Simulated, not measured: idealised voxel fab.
A process module follows: voxel transistor to metal.
Section cut is 270 nm wide and gridded with 5 nm square cells.
Bands, listed from the top down, are how a cross-section gets written in this document; the cross-section itself is a grid of square cells, and a band is one or more rows of them.
Quick guide to a band line: top height, bottom height (nm) up front; then every material left to right with its width in nm. Only one material and it's marked "edge to edge"? Then it fills the band edge to edge. And "air" just means empty space.
Height is counted from the level 0, under which the received wafer is composed throughout of one material. The lowest of the bands is not closed at the bottom but continues downward, in the notation "0 and below".
The notation "30..40" denotes a width that varies across the rows of cells in the band, beginning at the first number in the top row, finishing at the second number in the bottom row, and changing by an identical amount from each row to the next.
Given "left unchanged" for a step, no cell of the cross-section differs between before and after that step.
"Closed void register" specifies each empty space that is not open to the top and that occupies no fewer than 8 cells, using the form width x height at distance, the distance measured from the left edge and all three quantities in nm.
Read whatever lies past the settings on a step's line as the simulator's own remark about the step.
overlay nm, on a step with a mask: how far to the right of its planned place the mask lay; to the left if negative

### plan
1: RECEIVE with material Si
2: OXIDIZE with depth nm 5
3: CONFORMAL_DEP with material SiN, thk nm 10
4: MASKED_ETCH with tone cover, mask id ACTIVE, width nm 95, pitch nm 115, etch materials SiN, depth nm 10, overlay nm 0
5: MASKED_ETCH with tone cover, mask id ACTIVE, width nm 95, pitch nm 115, etch materials SiO2, depth nm 5, overlay nm 0
6: MASKED_ETCH with tone cover, mask id ACTIVE, width nm 95, pitch nm 115, etch materials Si, depth nm 25, overlay nm 0
7: OXIDIZE with depth nm 5
8: FILL_DEP with material SiO2, thk nm 10
9: CMP with height nm 10
10: SELECTIVE_ETCH with etch materials SiO2, depth nm 5
11: STRIP with etch materials SiN
12: SELECTIVE_ETCH with etch materials SiO2, depth nm 5
13: OXIDIZE with depth nm 5
14: DIRECTIONAL_DEP with material polySi, thk nm 30
15: DIRECTIONAL_DEP with material SiCN, thk nm 10
16: MASKED_ETCH with tone cover, mask id GATE, width nm 15, pitch nm 115, etch materials SiCN, depth nm 20, overlay nm 0
17: MASKED_ETCH with tone cover, mask id GATE, width nm 15, pitch nm 115, etch materials polySi, depth nm 40, overlay nm 0
18: CONFORMAL_DEP with material SiO2, thk nm 5
19: DIRECTIONAL_ETCH with etch materials SiO2, depth nm 5
20: CONFORMAL_DEP with material SiN, thk nm 10
21: DIRECTIONAL_ETCH with etch materials SiN, depth nm 10
22: DIRECTIONAL_ETCH with etch materials SiO2, depth nm 5
23: DIRECTIONAL_ETCH with etch materials Si, depth nm 15
24: EPI with material nSi, thk nm 15
25: FILL_DEP with material SiO2, thk nm 10
26: CMP with height nm 35
27: DIRECTIONAL_DEP with material SiO2, thk nm 15
28: DIRECTIONAL_DEP with material aC, thk nm 15
29: PATTERN with tone open, mask id CONTACT, material resist, width nm 30, thk nm 35, overlay nm 0
30: DIRECTIONAL_ETCH with etch materials aC, depth nm 15
31: STRIP with etch materials resist
32: DIRECTIONAL_ETCH with etch materials SiO2, depth nm 45
33: STRIP with etch materials aC
34: CONFORMAL_DEP with material TiN, thk nm 5
35: FILL_DEP with material W, thk nm 10
36: CMP with height nm 50
37: DIRECTIONAL_DEP with material TiN, thk nm 5
38: DIRECTIONAL_DEP with material Ru, thk nm 15
39: MASKED_ETCH with tone cover, mask id METAL_1, width nm 15, etch materials Ru, depth nm 15, overlay nm 0
40: MASKED_ETCH with tone cover, mask id METAL_1, width nm 15, etch materials TiN, depth nm 5, overlay nm 0
41: CONFORMAL_DEP with material SiCN, thk nm 5
42: FILL_DEP with material SiO2, thk nm 5
43: CMP with height nm 70
44: CONFORMAL_DEP with material SiCN, thk nm 5

### Incoming wafer, cross-sectional view, post step 1
0 and below | Si edge to edge
Closed void register: none

### The plan above was carried out on the starting structure above with one mistake, and this cross-section shows the wafer at the end of the module
75 down to 70 | SiCN edge to edge
70 down to 65 | 35 nm SiCN; 15 nm TiN; 55 nm SiCN; 15 nm TiN; 30 nm SiCN; 15 nm TiN; 55 nm SiCN; 15 nm TiN; 35 nm SiCN
65 down to 55 | W edge to edge
55 down to 50 | 40 nm TiN; 20 nm W; 35 nm TiN; 20 nm W; 40 nm TiN; 20 nm W; 35 nm TiN; 20 nm W; 40 nm TiN
50 down to 40 | 35 nm SiO2; 5 nm TiN; 20 nm W; 5 nm TiN; 25 nm SiO2; 5 nm TiN; 20 nm W; 5 nm TiN; 30 nm SiO2; 5 nm TiN; 20 nm W; 5 nm TiN; 25 nm SiO2; 5 nm TiN; 20 nm W; 5 nm TiN; 35 nm SiO2
40 down to 35 | 35 nm SiO2; 5 nm TiN; 10 nm W; 15 nm TiN; 25 nm SiO2; 15 nm TiN; 10 nm W; 5 nm TiN; 30 nm SiO2; 5 nm TiN; 10 nm W; 15 nm TiN; 25 nm SiO2; 15 nm TiN; 10 nm W; 5 nm TiN; 35 nm SiO2
35 down to 25 | 35 nm SiO2; 5 nm TiN; 10 nm W; 5 nm TiN; 10 nm SiN; 5 nm SiO2; 15 nm SiCN; 5 nm SiO2; 10 nm SiN; 5 nm TiN; 10 nm W; 5 nm TiN; 30 nm SiO2; 5 nm TiN; 10 nm W; 5 nm TiN; 10 nm SiN; 5 nm SiO2; 15 nm SiCN; 5 nm SiO2; 10 nm SiN; 5 nm TiN; 10 nm W; 5 nm TiN; 35 nm SiO2
25 down to 10 | 35 nm SiO2; 5 nm TiN; 10 nm W; 5 nm TiN; 10 nm SiN; 5 nm SiO2; 15 nm polySi; 5 nm SiO2; 10 nm SiN; 5 nm TiN; 10 nm W; 5 nm TiN; 30 nm SiO2; 5 nm TiN; 10 nm W; 5 nm TiN; 10 nm SiN; 5 nm SiO2; 15 nm polySi; 5 nm SiO2; 10 nm SiN; 5 nm TiN; 10 nm W; 5 nm TiN; 35 nm SiO2
10 down to 5 | 35 nm SiO2; 20 nm TiN; 10 nm SiN; 5 nm SiO2; 15 nm polySi; 5 nm SiO2; 10 nm SiN; 20 nm TiN; 30 nm SiO2; 20 nm TiN; 10 nm SiN; 5 nm SiO2; 15 nm polySi; 5 nm SiO2; 10 nm SiN; 20 nm TiN; 35 nm SiO2
5 down to 0 | 35 nm SiO2; 20 nm nSi; 10 nm SiN; 5 nm SiO2; 15 nm polySi; 5 nm SiO2; 10 nm SiN; 20 nm nSi; 30 nm SiO2; 20 nm nSi; 10 nm SiN; 5 nm SiO2; 15 nm polySi; 5 nm SiO2; 10 nm SiN; 20 nm nSi; 35 nm SiO2
0 down to -5 | 30 nm SiO2; 10 nm SiN; 15 nm nSi; 10 nm SiN; 5 nm SiO2; 15 nm polySi; 5 nm SiO2; 10 nm SiN; 15 nm nSi; 10 nm SiN; 20 nm SiO2; 10 nm SiN; 15 nm nSi; 10 nm SiN; 5 nm SiO2; 15 nm polySi; 5 nm SiO2; 10 nm SiN; 15 nm nSi; 10 nm SiN; 30 nm SiO2
-5 down to -10 | 40 nm SiO2; 15 nm nSi; 45 nm SiO2; 15 nm nSi; 40 nm SiO2; 15 nm nSi; 45 nm SiO2; 15 nm nSi; 40 nm SiO2
-10 down to -25 | 35 nm SiO2; 5 nm Si; 15 nm nSi; 45 nm Si; 15 nm nSi; 5 nm Si; 30 nm SiO2; 5 nm Si; 15 nm nSi; 45 nm Si; 15 nm nSi; 5 nm Si; 35 nm SiO2
-25 down to -35 | 35 nm SiO2; 85 nm Si; 30 nm SiO2; 85 nm Si; 35 nm SiO2
-35 and below | Si edge to edge
Closed void register: none
So what did we get wrong on this run? execution of step 36 of the plan did not take place, the step having been omitted
